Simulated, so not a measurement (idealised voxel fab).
process module | voxel released beams
cross-section cut | 260 nm wide | cells 5 nm
A cross-section is a grid of square cells, given in bands from the top down. A band is one or more rows of cells.
Each band's line starts with the height of the band's top and of its bottom, in nm. Then come its materials from left to right, each with its width in nm. One material with "throughout" fills the band from edge to edge. "air" is empty space.
Height 0 is the level under which the wafer as received is all one material. The lowest band goes on downwards, as in "0 down".
A width such as "30 to 40" changes by the same amount from each row of cells to the next, from the band's top row to its bottom row.
"no change" after a step means that no cell of the cross-section changed.
closed voids: empty space of 8 cells or more with no open way to the top, each as width x height at its distance from the left edge, in nm
after a step's settings: what the simulator itself notes on the step
overlay nm, on a step with a mask: how far to the right of its planned place the mask lay; to the left if negative
plan
1 op RECEIVE | material Si
2 op CONFORMAL_DEP | material SiN | thk nm 10
3 op DIRECTIONAL_DEP | material SiO2 | thk nm 20
4 op PATTERN | tone open | mask id ANCHOR | material resist | width nm 45 | thk nm 15 | overlay nm 0
5 op DIRECTIONAL_ETCH | etch materials SiO2 | depth nm 20
6 op STRIP | etch materials resist
7 op CONFORMAL_DEP | material polySi | thk nm 15
8 op DIRECTIONAL_DEP | material aC | thk nm 10
9 op PATTERN | tone cover | mask id BEAM | material resist | width nm 95 | thk nm 25 | overlay nm 0
10 op DIRECTIONAL_ETCH | etch materials aC | depth nm 10
11 op STRIP | etch materials resist
12 op DIRECTIONAL_ETCH | etch materials polySi | depth nm 15
13 op STRIP | etch materials aC
14 op STRIP | etch materials SiO2
as received, after step 1
  0 down: Si throughout
  closed voids: none
a wafer at the end: this start, this plan, one mistake
  40 to 25: air 80 | polySi 20 | air 15 | polySi 60 | air 85
  25 to 20: air 85 | polySi 15 | air 15 | polySi 15 | air 130
  20 to 5: air 85 | polySi 45 | air 130
  5 to 0: SiN throughout
  0 down: Si throughout
  closed voids: none
what went wrong: step 2 ran as: op CONFORMAL_DEP | material SiN | thk nm 5
